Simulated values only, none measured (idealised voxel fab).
The name of this process module is voxel released beams.
140 nm wide, 5 nm square cells: that's cross-section cut.
Think of the cross-section as a grid of square cells. We describe it in bands, top to bottom, and each band covers one or more rows of those cells.
Band entry format. Leading values: height of top, height of bottom, nm. Remainder: materials in left-to-right order, each with its width in nm. Special words: "everywhere" on a single material, which then fills the band edge to edge; "air", empty space.
For the purposes of this specification, 0 denotes the height below which the wafer in its as-received condition is composed wholly of one material, and the lowermost band, lacking a lower limit, extends downward without end, as expressed in "0..down".
It should be noted that a width expressed as "30..40" varies in equal increments from row to row of cells within the band, taking the value of the first number at the top row and that of the second number at the bottom row.
Key: "all unchanged" - step with no changed cell in the cross-section.
"Listed closed voids" specifies each empty space that is not open to the top and that occupies no fewer than 8 cells, using the form width x height at distance, the distance measured from the left edge and all three quantities in nm.
Where a step's line continues beyond its settings, the continuation is a remark by the simulator itself on that step.
The "overlay nm" setting may appear on a step's line; for a step that uses a mask, it gives how far to the right of its planned position the mask lay, and a negative value indicates the left.
Planned process steps
| 1 | RECEIVE (material Si) |
| 2 | CONFORMAL_DEP (material Al2O3; thk nm 5) |
| 3 | DIRECTIONAL_DEP (material SiO2; thk nm 5) |
| 4 | MASKED_ETCH (tone open; mask id ANCHOR; width nm 30; etch materials SiO2; depth nm 10; overlay nm 0) |
| 5 | CONFORMAL_DEP (material W; thk nm 10) |
| 6 | MASKED_ETCH (tone cover; mask id BEAM; width nm 80; etch materials W; depth nm 10; overlay nm 0) |
| 7 | STRIP (etch materials SiO2) |
Quick note for whoever runs this: the wafers start identical, but the thk nm at step 3 isn't the same across them. The plan just shows what the first wafer had.
Cross-section of the first of several wafers on receipt, reflecting completion of step 1
* 0..down = Si everywhere
* Listed closed voids: none
Here is how to read the rows: every wafer has a row, and it shows the wafer at the end of the module, giving for each material how many cells were gained (+) or lost (-) since the wafer was received, then listing its closed voids
thk nm 5, +28 Al2O3, +36 W, Listed closed voids: none
thk nm 10, +28 Al2O3, +40 W, Listed closed voids: none
thk nm 15, +28 Al2O3, Listed closed voids: none
thk nm 20, +28 Al2O3, Listed closed voids: none
thk nm 25, +28 Al2O3, Listed closed voids: none
